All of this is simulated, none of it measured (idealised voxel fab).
process module | voxel self aligned contacts
cross-section cut | 205 nm wide | cells 5 nm
A cross-section is a grid of square cells, given in bands from the top down. A band is one or more rows of cells.
Each band's line starts with the height of the band's top and of its bottom, in nm. Then come its materials from left to right, each with its width in nm. One material with "throughout" fills the band from edge to edge. "air" is empty space.
Height 0 is the level under which the wafer as received is all one material. The lowest band goes on downwards, as in "0 down".
A width such as "30 to 40" changes by the same amount from each row of cells to the next, from the band's top row to its bottom row.
"no change" after a step means that no cell of the cross-section changed.
closed voids: empty space of 8 cells or more with no open way to the top, each as width x height at its distance from the left edge, in nm
after a step's settings: what the simulator itself notes on the step
overlay nm, on a step with a mask: how far to the right of its planned place the mask lay; to the left if negative
plan
1 op RECEIVE | material Si
2 op OXIDIZE | depth nm 5
3 op DIRECTIONAL_DEP | material polySi | thk nm 30
4 op DIRECTIONAL_DEP | material SiN | thk nm 20
5 op PATTERN | tone cover | mask id GATE | material resist | width nm 35 | pitch nm 65 | thk nm 20 | overlay nm 0
6 op DIRECTIONAL_ETCH | etch materials SiN | depth nm 20
7 op DIRECTIONAL_ETCH | etch materials polySi | depth nm 30
8 op STRIP | etch materials resist
9 op CONFORMAL_DEP | material SiN | thk nm 5
10 op DIRECTIONAL_ETCH | etch materials SiN | depth nm 5
11 op FILL_DEP | material SiO2 | thk nm 15
12 op CMP | height nm 55
13 op MASKED_ETCH | tone open | mask id CONTACT | width nm 50 | pitch nm 65 | etch materials SiO2 | depth nm 60 | overlay nm 0
14 op CONFORMAL_DEP | material TiN | thk nm 5
15 op FILL_DEP | material W | thk nm 5
16 op CMP | height nm 55
17 op CONFORMAL_DEP | material SiCN | thk nm 5
first wafer, as planned
as received, after step 1
  0 down: Si throughout
  closed voids: none
after step 2
  0 to -5: SiO2 throughout
  below -5: unchanged
after step 3
  30 to 0: polySi throughout
  below 0: unchanged
after step 4
  50 to 30: SiN throughout
  below 30: unchanged
after step 5
  70 to 50: air 20 | resist 35 | air 30 | resist 35 | air 30 | resist 35 | air 20
  below 50: unchanged
after step 6
  70 to 50: air 20 | resist 35 | air 30 | resist 35 | air 30 | resist 35 | air 20
  50 to 30: air 20 | SiN 35 | air 30 | SiN 35 | air 30 | SiN 35 | air 20
  below 30: unchanged
after step 7
  70 to 50: air 20 | resist 35 | air 30 | resist 35 | air 30 | resist 35 | air 20
  50 to 30: air 20 | SiN 35 | air 30 | SiN 35 | air 30 | SiN 35 | air 20
  30 to 0: air 20 | polySi 35 | air 30 | polySi 35 | air 30 | polySi 35 | air 20
  below 0: unchanged
after step 8
  50 to 30: air 20 | SiN 35 | air 30 | SiN 35 | air 30 | SiN 35 | air 20
  below 30: unchanged
after step 9
  55 to 30: air 15 | SiN 45 | air 20 | SiN 45 | air 20 | SiN 45 | air 15
  30 to 5: air 15 | SiN 5 | polySi 35 | SiN 5 | air 20 | SiN 5 | polySi 35 | SiN 5 | air 20 | SiN 5 | polySi 35 | SiN 5 | air 15
  5 to 0: SiN 20 | polySi 35 | SiN 30 | polySi 35 | SiN 30 | polySi 35 | SiN 20
  below 0: unchanged
after step 10
  50 to 30: air 15 | SiN 45 | air 20 | SiN 45 | air 20 | SiN 45 | air 15
  30 to 0: air 15 | SiN 5 | polySi 35 | SiN 5 | air 20 | SiN 5 | polySi 35 | SiN 5 | air 20 | SiN 5 | polySi 35 | SiN 5 | air 15
  below 0: unchanged
after step 11
  65 to 50: SiO2 throughout
  50 to 30: SiO2 15 | SiN 45 | SiO2 20 | SiN 45 | SiO2 20 | SiN 45 | SiO2 15
  30 to 0: SiO2 15 | SiN 5 | polySi 35 | SiN 5 | SiO2 20 | SiN 5 | polySi 35 | SiN 5 | SiO2 20 | SiN 5 | polySi 35 | SiN 5 | SiO2 15
  below 0: unchanged
after step 12
  55 to 50: SiO2 throughout
  below 50: unchanged
after step 13
  55 to 50: SiO2 45 | air 50 | SiO2 15 | air 50 | SiO2 45
  50 to 30: SiO2 15 | SiN 45 | air 20 | SiN 45 | air 20 | SiN 45 | SiO2 15
  30 to 0: SiO2 15 | SiN 5 | polySi 35 | SiN 5 | air 20 | SiN 5 | polySi 35 | SiN 5 | air 20 | SiN 5 | polySi 35 | SiN 5 | SiO2 15
  0 to -5: SiO2 60 | air 20 | SiO2 45 | air 20 | SiO2 60
  below -5: unchanged
after step 14
  60 to 55: TiN 50 | air 40 | TiN 25 | air 40 | TiN 50
  55 to 50: SiO2 45 | TiN 20 | air 10 | TiN 20 | SiO2 15 | TiN 20 | air 10 | TiN 20 | SiO2 45
  50 to 30: SiO2 15 | SiN 45 | TiN 5 | air 10 | TiN 5 | SiN 45 | TiN 5 | air 10 | TiN 5 | SiN 45 | SiO2 15
  30 to 0: SiO2 15 | SiN 5 | polySi 35 | SiN 5 | TiN 5 | air 10 | TiN 5 | SiN 5 | polySi 35 | SiN 5 | TiN 5 | air 10 | TiN 5 | SiN 5 | polySi 35 | SiN 5 | SiO2 15
  0 to -5: SiO2 60 | TiN 20 | SiO2 45 | TiN 20 | SiO2 60
  below -5: unchanged
after step 15
  65 to 60: W throughout
  60 to 55: TiN 50 | W 40 | TiN 25 | W 40 | TiN 50
  55 to 50: SiO2 45 | TiN 20 | W 10 | TiN 20 | SiO2 15 | TiN 20 | W 10 | TiN 20 | SiO2 45
  50 to 30: SiO2 15 | SiN 45 | TiN 5 | W 10 | TiN 5 | SiN 45 | TiN 5 | W 10 | TiN 5 | SiN 45 | SiO2 15
  30 to 0: SiO2 15 | SiN 5 | polySi 35 | SiN 5 | TiN 5 | W 10 | TiN 5 | SiN 5 | polySi 35 | SiN 5 | TiN 5 | W 10 | TiN 5 | SiN 5 | polySi 35 | SiN 5 | SiO2 15
  below 0: unchanged
after step 16
  55 to 50: SiO2 45 | TiN 20 | W 10 | TiN 20 | SiO2 15 | TiN 20 | W 10 | TiN 20 | SiO2 45
  below 50: unchanged
after step 17
  60 to 55: SiCN throughout
  below 55: unchanged
second wafer: like start, like plan, one mistake. Through step 1 it matches the first wafer
when step 2 should have ended: no change
when step 3 should have ended
  30 to 0: polySi throughout
  below 0: unchanged
when step 4 should have ended
  50 to 30: SiN throughout
  below 30: unchanged
when step 5 should have ended
  70 to 50: air 20 | resist 35 | air 30 | resist 35 | air 30 | resist 35 | air 20
  below 50: unchanged
when step 6 should have ended
  70 to 50: air 20 | resist 35 | air 30 | resist 35 | air 30 | resist 35 | air 20
  50 to 30: air 20 | SiN 35 | air 30 | SiN 35 | air 30 | SiN 35 | air 20
  below 30: unchanged
when step 7 should have ended
  70 to 50: air 20 | resist 35 | air 30 | resist 35 | air 30 | resist 35 | air 20
  50 to 30: air 20 | SiN 35 | air 30 | SiN 35 | air 30 | SiN 35 | air 20
  30 to 0: air 20 | polySi 35 | air 30 | polySi 35 | air 30 | polySi 35 | air 20
  below 0: unchanged
when step 8 should have ended
  50 to 30: air 20 | SiN 35 | air 30 | SiN 35 | air 30 | SiN 35 | air 20
  below 30: unchanged
when step 9 should have ended
  55 to 30: air 15 | SiN 45 | air 20 | SiN 45 | air 20 | SiN 45 | air 15
  30 to 5: air 15 | SiN 5 | polySi 35 | SiN 5 | air 20 | SiN 5 | polySi 35 | SiN 5 | air 20 | SiN 5 | polySi 35 | SiN 5 | air 15
  5 to 0: SiN 20 | polySi 35 | SiN 30 | polySi 35 | SiN 30 | polySi 35 | SiN 20
  below 0: unchanged
when step 10 should have ended
  50 to 30: air 15 | SiN 45 | air 20 | SiN 45 | air 20 | SiN 45 | air 15
  30 to 0: air 15 | SiN 5 | polySi 35 | SiN 5 | air 20 | SiN 5 | polySi 35 | SiN 5 | air 20 | SiN 5 | polySi 35 | SiN 5 | air 15
  below 0: unchanged
when step 11 should have ended
  65 to 50: SiO2 throughout
  50 to 30: SiO2 15 | SiN 45 | SiO2 20 | SiN 45 | SiO2 20 | SiN 45 | SiO2 15
  30 to 0: SiO2 15 | SiN 5 | polySi 35 | SiN 5 | SiO2 20 | SiN 5 | polySi 35 | SiN 5 | SiO2 20 | SiN 5 | polySi 35 | SiN 5 | SiO2 15
  below 0: unchanged
when step 12 should have ended
  55 to 50: SiO2 throughout
  below 50: unchanged
when step 13 should have ended
  55 to 50: SiO2 45 | air 50 | SiO2 15 | air 50 | SiO2 45
  50 to 30: SiO2 15 | SiN 45 | air 20 | SiN 45 | air 20 | SiN 45 | SiO2 15
  30 to 0: SiO2 15 | SiN 5 | polySi 35 | SiN 5 | air 20 | SiN 5 | polySi 35 | SiN 5 | air 20 | SiN 5 | polySi 35 | SiN 5 | SiO2 15
  below 0: unchanged
when step 14 should have ended
  60 to 55: TiN 50 | air 40 | TiN 25 | air 40 | TiN 50
  55 to 50: SiO2 45 | TiN 20 | air 10 | TiN 20 | SiO2 15 | TiN 20 | air 10 | TiN 20 | SiO2 45
  50 to 30: SiO2 15 | SiN 45 | TiN 5 | air 10 | TiN 5 | SiN 45 | TiN 5 | air 10 | TiN 5 | SiN 45 | SiO2 15
  30 to 5: SiO2 15 | SiN 5 | polySi 35 | SiN 5 | TiN 5 | air 10 | TiN 5 | SiN 5 | polySi 35 | SiN 5 | TiN 5 | air 10 | TiN 5 | SiN 5 | polySi 35 | SiN 5 | SiO2 15
  5 to 0: SiO2 15 | SiN 5 | polySi 35 | SiN 5 | TiN 20 | SiN 5 | polySi 35 | SiN 5 | TiN 20 | SiN 5 | polySi 35 | SiN 5 | SiO2 15
  below 0: unchanged
when step 15 should have ended
  65 to 60: W throughout
  60 to 55: TiN 50 | W 40 | TiN 25 | W 40 | TiN 50
  55 to 50: SiO2 45 | TiN 20 | W 10 | TiN 20 | SiO2 15 | TiN 20 | W 10 | TiN 20 | SiO2 45
  50 to 30: SiO2 15 | SiN 45 | TiN 5 | W 10 | TiN 5 | SiN 45 | TiN 5 | W 10 | TiN 5 | SiN 45 | SiO2 15
  30 to 5: SiO2 15 | SiN 5 | polySi 35 | SiN 5 | TiN 5 | W 10 | TiN 5 | SiN 5 | polySi 35 | SiN 5 | TiN 5 | W 10 | TiN 5 | SiN 5 | polySi 35 | SiN 5 | SiO2 15
  below 5: unchanged
when step 16 should have ended
  55 to 50: SiO2 45 | TiN 20 | W 10 | TiN 20 | SiO2 15 | TiN 20 | W 10 | TiN 20 | SiO2 45
  below 50: unchanged
when step 17 should have ended
  60 to 55: SiCN throughout
  below 55: unchanged
what went wrong: step 2 was left out
at the end the second wafer has, in cells: 41 more of Si | 33 fewer of SiO2 | 4 fewer of TiN | 4 fewer of W
